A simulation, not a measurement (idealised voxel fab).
Process module name: voxel quadruple lines
Cross-section cut: width 260 nm, square cells of 5 nm.
Cross-section layout: square cells on a grid; listed as bands, top to bottom; a band spans one or more cell rows. Quick guide to a band line: top height, bottom height (nm) up front; then every material left to right with its width in nm. Only one material and it's marked "all across"? Then it fills the band edge to edge. And "empty" just means empty space. Counting heights begins at 0, where everything beneath is, in the wafer as received, one material. The lowest band has no bottom; it goes on downwards, as "0 and below" shows. With a width like "30->40", each row of cells in the band differs from the next by the same amount, the top row carrying the first number and the bottom row the second. You'll sometimes find "nothing changed" written for a step, and that's the way of saying that nowhere in the cross-section did a cell change during that step. If an empty space has no open way to the top and is at least 8 cells in size, "Closed void inventory" lists it, written width x height at distance, where distance is measured from the left edge and every value is in nm. Step line, after settings: the simulator's comment on this step. A step line may carry the setting "overlay nm", which, for steps involving a mask, states the distance by which the mask lay to the right of its intended position; negative values denote displacement to the left.

THIS SECTION LISTS THE PROCESS STEPS THAT WERE PLANNED
| 1 | RECEIVE (material Si) |
| 2 | CONFORMAL_DEP (material Al2O3; thk nm 5) |
| 3 | DIRECTIONAL_DEP (material W; thk nm 15) |
| 4 | DIRECTIONAL_DEP (material polySi; thk nm 20) |
| 5 | DIRECTIONAL_DEP (material aC; thk nm 20) |
| 6 | PATTERN (tone cover; mask id MANDREL; material resist; width nm 20; thk nm 30; overlay nm 0) |
| 7 | DIRECTIONAL_ETCH (etch materials aC; depth nm 20) |
| 8 | STRIP (etch materials resist) |
| 9 | CONFORMAL_DEP (material SiO2; thk nm 10) |
| 10 | DIRECTIONAL_ETCH (etch materials SiO2; depth nm 10) |
| 11 | STRIP (etch materials aC) |
| 12 | DIRECTIONAL_ETCH (etch materials polySi; depth nm 20) |
| 13 | STRIP (etch materials SiO2) |
| 14 | CONFORMAL_DEP (material SiCN; thk nm 5) |
| 15 | DIRECTIONAL_ETCH (etch materials SiCN; depth nm 5) |
| 16 | STRIP (etch materials polySi) |
| 17 | DIRECTIONAL_ETCH (etch materials W; depth nm 15) |
| 18 | STRIP (etch materials SiCN) |

FIRST WAFER, TWO IN TOTAL, RUN AS PLANNED

AS-RECEIVED WAFER CROSS-SECTION (AFTER STEP 1)
  0 and below  Si all across
  Closed void inventory: none

CROSS-SECTION OF THE WAFER AFTER STEP 2
  5 down to 0  Al2O3 all across
  Whatever lies below 0 is exactly as it was before.

CROSS-SECTION OF THE WAFER AFTER STEP 3
  20 down to 5  W all across
  Whatever lies below 5 is exactly as it was before.

CROSS-SECTION OF THE WAFER AFTER STEP 4
  40 down to 20  polySi all across
  Whatever lies below 20 is exactly as it was before.

CROSS-SECTION OF THE WAFER AFTER STEP 5
  60 down to 40  aC all across
  Whatever lies below 40 is exactly as it was before.

CROSS-SECTION OF THE WAFER AFTER STEP 6
  90 down to 60  empty=120  resist=20  empty=120
  Whatever lies below 60 is exactly as it was before.

CROSS-SECTION OF THE WAFER AFTER STEP 7
  70 down to 60  empty=120  resist=20  empty=120
  60 down to 40  empty=120  aC=20  empty=120
  Whatever lies below 40 is exactly as it was before.

CROSS-SECTION OF THE WAFER AFTER STEP 8
  60 down to 40  empty=120  aC=20  empty=120
  Whatever lies below 40 is exactly as it was before.

CROSS-SECTION OF THE WAFER AFTER STEP 9
  70 down to 60  empty=110  SiO2=40  empty=110
  60 down to 50  empty=110  SiO2=10  aC=20  SiO2=10  empty=110
  50 down to 40  SiO2=120  aC=20  SiO2=120
  Whatever lies below 40 is exactly as it was before.

CROSS-SECTION OF THE WAFER AFTER STEP 10
  60 down to 40  empty=110  SiO2=10  aC=20  SiO2=10  empty=110
  Whatever lies below 40 is exactly as it was before.

CROSS-SECTION OF THE WAFER AFTER STEP 11
  60 down to 40  empty=110  SiO2=10  empty=20  SiO2=10  empty=110
  Whatever lies below 40 is exactly as it was before.

CROSS-SECTION OF THE WAFER AFTER STEP 12
  60 down to 40  empty=110  SiO2=10  empty=20  SiO2=10  empty=110
  40 down to 20  empty=110  polySi=10  empty=20  polySi=10  empty=110
  Whatever lies below 20 is exactly as it was before.

CROSS-SECTION OF THE WAFER AFTER STEP 13
  40 down to 20  empty=110  polySi=10  empty=20  polySi=10  empty=110
  Whatever lies below 20 is exactly as it was before.

CROSS-SECTION OF THE WAFER AFTER STEP 14
  45 down to 40  empty=105  SiCN=20  empty=10  SiCN=20  empty=105
  40 down to 25  empty=105  SiCN=5  polySi=10  SiCN=5  empty=10  SiCN=5  polySi=10  SiCN=5  empty=105
  25 down to 20  SiCN=110  polySi=10  SiCN=20  polySi=10  SiCN=110
  Whatever lies below 20 is exactly as it was before.

CROSS-SECTION OF THE WAFER AFTER STEP 15
  40 down to 20  empty=105  SiCN=5  polySi=10  SiCN=5  empty=10  SiCN=5  polySi=10  SiCN=5  empty=105
  Whatever lies below 20 is exactly as it was before.

CROSS-SECTION OF THE WAFER AFTER STEP 16
  40 down to 20  empty=105  SiCN=5  empty=10  SiCN=5  empty=10  SiCN=5  empty=10  SiCN=5  empty=105
  Whatever lies below 20 is exactly as it was before.

CROSS-SECTION OF THE WAFER AFTER STEP 17
  40 down to 20  empty=105  SiCN=5  empty=10  SiCN=5  empty=10  SiCN=5  empty=10  SiCN=5  empty=105
  20 down to 5  empty=105  W=5  empty=10  W=5  empty=10  W=5  empty=10  W=5  empty=105
  Whatever lies below 5 is exactly as it was before.

CROSS-SECTION OF THE WAFER AFTER STEP 18
  20 down to 5  empty=105  W=5  empty=10  W=5  empty=10  W=5  empty=10  W=5  empty=105
  Whatever lies below 5 is exactly as it was before.

NOTES, SECOND WAFER: START = FIRST WAFER'S, PLAN = FIRST WAFER'S, EXECUTION HAD ONE MISTAKE; HISTORY IDENTICAL TO FIRST THROUGH STEP 16

WHEN STEP 17 SHOULD HAVE ENDED
  40 down to 20  empty=105  SiCN=5  empty=10  SiCN=5  empty=10  SiCN=5  empty=10  SiCN=5  empty=105
  20 down to 10  empty=105  W=5  empty=10  W=5  empty=10  W=5  empty=10  W=5  empty=105
  Whatever lies below 10 is exactly as it was before.

WHEN STEP 18 SHOULD HAVE ENDED
  20 down to 10  empty=105  W=5  empty=10  W=5  empty=10  W=5  empty=10  W=5  empty=105
  Whatever lies below 10 is exactly as it was before.
Want to know what went wrong? step 17 did not happen as planned, as run it was DIRECTIONAL_ETCH (etch materials W; depth nm 10)
Count the cells at the end and the second wafer has more or fewer of some materials than the first: 48 more of W
